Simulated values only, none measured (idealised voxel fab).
Herein follows the process module entitled voxel ribs on slabs.
The cross-section on display is named cut; it measures 260 nm wide, and its cells are 5 nm squares.
Throughout this document, each cross-section is represented as a grid of square cells and is presented as a sequence of bands enumerated from the top downward, where a band comprises one or more rows of cells.
Quick guide to a band line: top height, bottom height (nm) up front; then every material left to right with its width in nm. Only one material and it's marked "throughout"? Then it fills the band edge to edge. And "air" just means empty space.
Heights are expressed relative to 0, this being the level below which the as-received wafer comprises one material exclusively. The lowest band is unbounded in the downward direction and is denoted as in "z 0 and below".
With a width like "30 to 40", each row of cells in the band differs from the next by the same amount, the top row carrying the first number and the bottom row the second.
It should be understood that the words "nothing got changed", when stated for a given step, signify that the cross-section underwent no change in any of its cells during that step.
Enclosed voids (no open way to top), threshold 8 cells or more, entry "Enclosed void listing", notation width x height at distance, distance from left edge, nm.
On a step's line, text after the settings is the simulator commenting on that step.
The optional step-line setting "overlay nm" applies to steps with a mask and quantifies how far to the right of its planned location the mask lay, a negative value indicating leftward placement.

Process steps (planned):
1. RECEIVE with material Si
2. DIRECTIONAL_DEP with material SiO2, thk nm 30
3. DIRECTIONAL_DEP with material SiN, thk nm 20
4. DIRECTIONAL_DEP with material aC, thk nm 10
5. PATTERN with tone cover, mask id RIB, material resist, width nm 20, thk nm 25, overlay nm 0
6. DIRECTIONAL_ETCH with etch materials aC, depth nm 10
7. STRIP with etch materials resist
8. DIRECTIONAL_ETCH with etch materials SiN, depth nm 5
9. STRIP with etch materials aC
10. PATTERN with tone cover, mask id SLAB, material resist, width nm 70, thk nm 15, overlay nm 0
11. DIRECTIONAL_ETCH with etch materials SiN, depth nm 15
12. STRIP with etch materials resist
13. FILL_DEP with material SiO2, thk nm 30
14. CMP with height nm 70
15. DIRECTIONAL_DEP with material TiN, thk nm 5
16. MASKED_ETCH with tone cover, mask id HEATER, width nm 30, etch materials TiN, depth nm 5, overlay nm 0
17. CONFORMAL_DEP with material SiO2, thk nm 5

Step 1 complete: cross-section of the wafer as received:
- z 0 and below  Si throughout
- Enclosed void listing: none

Looking at the first of two wafers in cross-section at end of module - ran to plan:
- z 80 to 75  air=110 / SiO2=40 / air=110
- z 75 to 70  SiO2=115 / TiN=30 / SiO2=115
- z 70 to 50  SiO2 throughout
- z 50 to 45  SiO2=120 / SiN=20 / SiO2=120
- z 45 to 30  SiO2=95 / SiN=70 / SiO2=95
- z 30 to 0  SiO2 throughout
- z 0 and below  Si throughout
- Enclosed void listing: none

Wafer two, end of module, cross-section. Same start, same plan as wafer one. One mistake in the run:
- z 80 to 75  air=110 / SiO2=40 / air=110
- z 75 to 70  SiO2=115 / TiN=30 / SiO2=115
- z 70 to 50  SiO2 throughout
- z 50 to 45  SiO2=115 / SiN=30 / SiO2=115
- z 45 to 30  SiO2=95 / SiN=70 / SiO2=95
- z 30 to 0  SiO2 throughout
- z 0 and below  Si throughout
- Enclosed void listing: none
What broke from the plan during processing? it should be noted that step 5 was executed with settings other than those planned, the operation and settings actually applied being PATTERN with tone cover, mask id RIB, material resist, width nm 30, thk nm 25, overlay nm 0
Final difference in cells, second wafer against first, listed per material as more or fewer: 2 more of SiN, 2 fewer of SiO2
